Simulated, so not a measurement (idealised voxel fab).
Documented hereafter: the process module known as voxel self aligned contacts.
Square cell edge 5 nm, section width 175 nm, ID cut.
Think of the cross-section as a grid of square cells. We describe it in bands, top to bottom, and each band covers one or more rows of those cells. A band entry consists of two parts. The first gives the height of the band's top and the height of its bottom, in nm. The rest lists the band's materials from left to right, each with its width in nm. A single material labelled with the word "edge to edge" fills the band from edge to edge, and the word "air" marks empty space. Ref level 0: as-received wafer is one material below here. Bottom band extends down with no lower bound ("0 down"). Think of "30..40" as a width that walks from the first number to the second as you go down the band, top row to bottom row, taking equal-sized steps from row to row. Take "stayed the same" at face value: in the step it is given for, the cross-section changed in none of its cells. "Closed void entries" - sealed voids, min. 8 cells, no opening to top; format: width x height at distance (distance from left edge; nm throughout). Text after the settings on a step's line: the simulator's own remark on that step. overlay nm: right-of-plan distance of the mask on a masked step; negative values mean left-of-plan.

### Process steps - plan
- 1: RECEIVE, material Si
- 2: CONFORMAL_DEP, material SiO2, thk nm 5
- 3: DIRECTIONAL_DEP, material polySi, thk nm 25
- 4: DIRECTIONAL_DEP, material SiN, thk nm 15
- 5: DIRECTIONAL_DEP, material aC, thk nm 10
- 6: PATTERN, tone cover, mask id GATE, material resist, width nm 25, pitch nm 60, thk nm 25, overlay nm 0
- 7: DIRECTIONAL_ETCH, etch materials aC, depth nm 10
- 8: STRIP, etch materials resist
- 9: DIRECTIONAL_ETCH, etch materials SiN, depth nm 15
- 10: DIRECTIONAL_ETCH, etch materials polySi, depth nm 25
- 11: STRIP, etch materials aC
- 12: CONFORMAL_DEP, material SiN, thk nm 5
- 13: DIRECTIONAL_ETCH, etch materials SiN, depth nm 5
- 14: FILL_DEP, material SiO2, thk nm 15
- 15: CMP, height nm 50
- 16: MASKED_ETCH, tone open, mask id CONTACT, width nm 45, etch materials SiO2, depth nm 50, overlay nm 0
- 17: CONFORMAL_DEP, material TiN, thk nm 5
- 18: FILL_DEP, material W, thk nm 5
- 19: CMP, height nm 50
- 20: CONFORMAL_DEP, material SiCN, thk nm 5

### As-received state of the wafer in cross-section, equivalent to post-step 1
- 0 down | Si edge to edge
- Closed void entries: none

### Final cross-section, module run with one mistake (start and plan as above)
- 55 to 50 | SiCN edge to edge
- 50 to 45 | SiO2=65, TiN=10, W=25, TiN=10, SiO2=65
- 45 to 30 | SiO2=45, SiN=25, TiN=5, W=25, TiN=5, SiN=25, SiO2=45
- 30 to 5 | SiO2=45, SiN=5, polySi=15, SiN=5, TiN=5, W=25, TiN=5, SiN=5, polySi=15, SiN=5, SiO2=45
- 5 to 0 | SiO2=70, TiN=35, SiO2=70
- 0 down | Si edge to edge
- Closed void entries: none
Deviation from plan: step 6 deviated from plan and actually ran as PATTERN, tone cover, mask id GATE, material resist, width nm 15, pitch nm 60, thk nm 25, overlay nm 0
